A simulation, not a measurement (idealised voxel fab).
Title: Process Module voxel plated lines
Displayed cross-section: cut, width of 235 nm, square cells sized 5 nm.
A cross-section is written here as square cells arranged in a grid, and it is given in bands from the top down, each band taking up one or more rows of cells. For a band, the entry starts with two heights in nm, that of the top and then that of the bottom, and carries on with the band's materials in order from left to right, each alongside its width in nm; the word "all across" beside a single material means it fills the band edge to edge, and "blank" means empty space. Where do heights start? At 0: under that level the wafer as delivered is made of one material only. And the lowest band has no floor; it just carries on downward, as in "z 0 and below". A width such as "30 to 40" changes by the same amount from each row of cells to the next, from the band's top row to its bottom row. The designation "nothing altered", where it is given for a processing step, indicates that no cell of the cross-section was altered in the course of that step. Look at "Closed void inventory" for the closed voids: empty spaces with no open path to the top, sized 8 cells or up. Each is width x height at distance, distance from the left edge, all nm. after a step's settings: what the simulator itself notes on the step. overlay nm: right-of-plan distance of the mask on a masked step; negative values mean left-of-plan.
So here's the lineup of process steps we planned:
1. RECEIVE: material Si
2. CONFORMAL_DEP: material Al2O3, thk nm 5
3. DIRECTIONAL_DEP: material TiN, thk nm 5
4. PATTERN: tone open, mask id LINES, material resist, width nm 25, pitch nm 55, thk nm 30, overlay nm 0
5. EPI: material Ru, thk nm 5
6. EPI: material Ru, thk nm 5
7. STRIP: etch materials resist
8. DIRECTIONAL_ETCH: etch materials TiN, depth nm 5
9. CONFORMAL_DEP: material SiN, thk nm 10
first wafer, as planned:
Cross-section of the wafer as it came to us, i.e., already through step 1:
* z 0 and below  Si all across
* Closed void inventory: none
Upon completion of step 2, the wafer appears in cross-section as shown:
* z 5 to 0  Al2O3 all across
* Under 0: no change, same as before.
Upon completion of step 3, the wafer appears in cross-section as shown:
* z 10 to 5  TiN all across
* Under 5: no change, same as before.
Upon completion of step 4, the wafer appears in cross-section as shown:
* z 40 to 10  resist (20)  blank (25)  resist (30)  blank (25)  resist (30)  blank (25)  resist (30)  blank (25)  resist (25)
* Under 10: no change, same as before.
Upon completion of step 5, the wafer appears in cross-section as shown:
* z 40 to 15  resist (20)  blank (25)  resist (30)  blank (25)  resist (30)  blank (25)  resist (30)  blank (25)  resist (25)
* z 15 to 10  resist (20)  Ru (25)  resist (30)  Ru (25)  resist (30)  Ru (25)  resist (30)  Ru (25)  resist (25)
* Under 10: no change, same as before.
Upon completion of step 6, the wafer appears in cross-section as shown:
* z 40 to 20  resist (20)  blank (25)  resist (30)  blank (25)  resist (30)  blank (25)  resist (30)  blank (25)  resist (25)
* z 20 to 10  resist (20)  Ru (25)  resist (30)  Ru (25)  resist (30)  Ru (25)  resist (30)  Ru (25)  resist (25)
* Under 10: no change, same as before.
Upon completion of step 7, the wafer appears in cross-section as shown:
* z 20 to 10  blank (20)  Ru (25)  blank (30)  Ru (25)  blank (30)  Ru (25)  blank (30)  Ru (25)  blank (25)
* Under 10: no change, same as before.
Upon completion of step 8, the wafer appears in cross-section as shown:
* z 20 to 10  blank (20)  Ru (25)  blank (30)  Ru (25)  blank (30)  Ru (25)  blank (30)  Ru (25)  blank (25)
* z 10 to 5  blank (20)  TiN (25)  blank (30)  TiN (25)  blank (30)  TiN (25)  blank (30)  TiN (25)  blank (25)
* Under 5: no change, same as before.
Upon completion of step 9, the wafer appears in cross-section as shown:
* z 30 to 20  blank (10)  SiN (45)  blank (10)  SiN (45)  blank (10)  SiN (45)  blank (10)  SiN (45)  blank (15)
* z 20 to 15  blank (10)  SiN (10)  Ru (25)  SiN (10)  blank (10)  SiN (10)  Ru (25)  SiN (10)  blank (10)  SiN (10)  Ru (25)  SiN (10)  blank (10)  SiN (10)  Ru (25)  SiN (10)  blank (15)
* z 15 to 10  SiN (20)  Ru (25)  SiN (30)  Ru (25)  SiN (30)  Ru (25)  SiN (30)  Ru (25)  SiN (25)
* z 10 to 5  SiN (20)  TiN (25)  SiN (30)  TiN (25)  SiN (30)  TiN (25)  SiN (30)  TiN (25)  SiN (25)
* Under 5: no change, same as before.
Second wafer, same starting conditions and recipe as the first, one mistake in executing it, nothing differs from the first up to and including step 3:
What the second wafer looks like in cross-section when step 4 should have wrapped up:
* z 40 to 10  resist (15)  blank (35)  resist (20)  blank (35)  resist (20)  blank (35)  resist (20)  blank (35)  resist (20)
* Under 10: no change, same as before.
What the second wafer looks like in cross-section when step 5 should have wrapped up:
* z 40 to 15  resist (15)  blank (35)  resist (20)  blank (35)  resist (20)  blank (35)  resist (20)  blank (35)  resist (20)
* z 15 to 10  resist (15)  Ru (35)  resist (20)  Ru (35)  resist (20)  Ru (35)  resist (20)  Ru (35)  resist (20)
* Under 10: no change, same as before.
What the second wafer looks like in cross-section when step 6 should have wrapped up:
* z 40 to 20  resist (15)  blank (35)  resist (20)  blank (35)  resist (20)  blank (35)  resist (20)  blank (35)  resist (20)
* z 20 to 10  resist (15)  Ru (35)  resist (20)  Ru (35)  resist (20)  Ru (35)  resist (20)  Ru (35)  resist (20)
* Under 10: no change, same as before.
What the second wafer looks like in cross-section when step 7 should have wrapped up:
* z 20 to 10  blank (15)  Ru (35)  blank (20)  Ru (35)  blank (20)  Ru (35)  blank (20)  Ru (35)  blank (20)
* Under 10: no change, same as before.
What the second wafer looks like in cross-section when step 8 should have wrapped up:
* z 20 to 10  blank (15)  Ru (35)  blank (20)  Ru (35)  blank (20)  Ru (35)  blank (20)  Ru (35)  blank (20)
* z 10 to 5  blank (15)  TiN (35)  blank (20)  TiN (35)  blank (20)  TiN (35)  blank (20)  TiN (35)  blank (20)
* Under 5: no change, same as before.
What the second wafer looks like in cross-section when step 9 should have wrapped up:
* z 30 to 20  blank (5)  SiN (220)  blank (10)
* z 20 to 15  blank (5)  SiN (10)  Ru (35)  SiN (20)  Ru (35)  SiN (20)  Ru (35)  SiN (20)  Ru (35)  SiN (10)  blank (10)
* z 15 to 10  SiN (15)  Ru (35)  SiN (20)  Ru (35)  SiN (20)  Ru (35)  SiN (20)  Ru (35)  SiN (20)
* z 10 to 5  SiN (15)  TiN (35)  SiN (20)  TiN (35)  SiN (20)  TiN (35)  SiN (20)  TiN (35)  SiN (20)
* Under 5: no change, same as before.
The mistake made against the process plan was this: step 4 was processed under conditions differing from the plan, specifically as PATTERN: tone open, mask id LINES, material resist, width nm 35, pitch nm 55, thk nm 30, overlay nm 0
Per the end-of-run cell counts, the second wafer holds more or fewer of some materials than the first: 16 more of Ru, 8 more of TiN
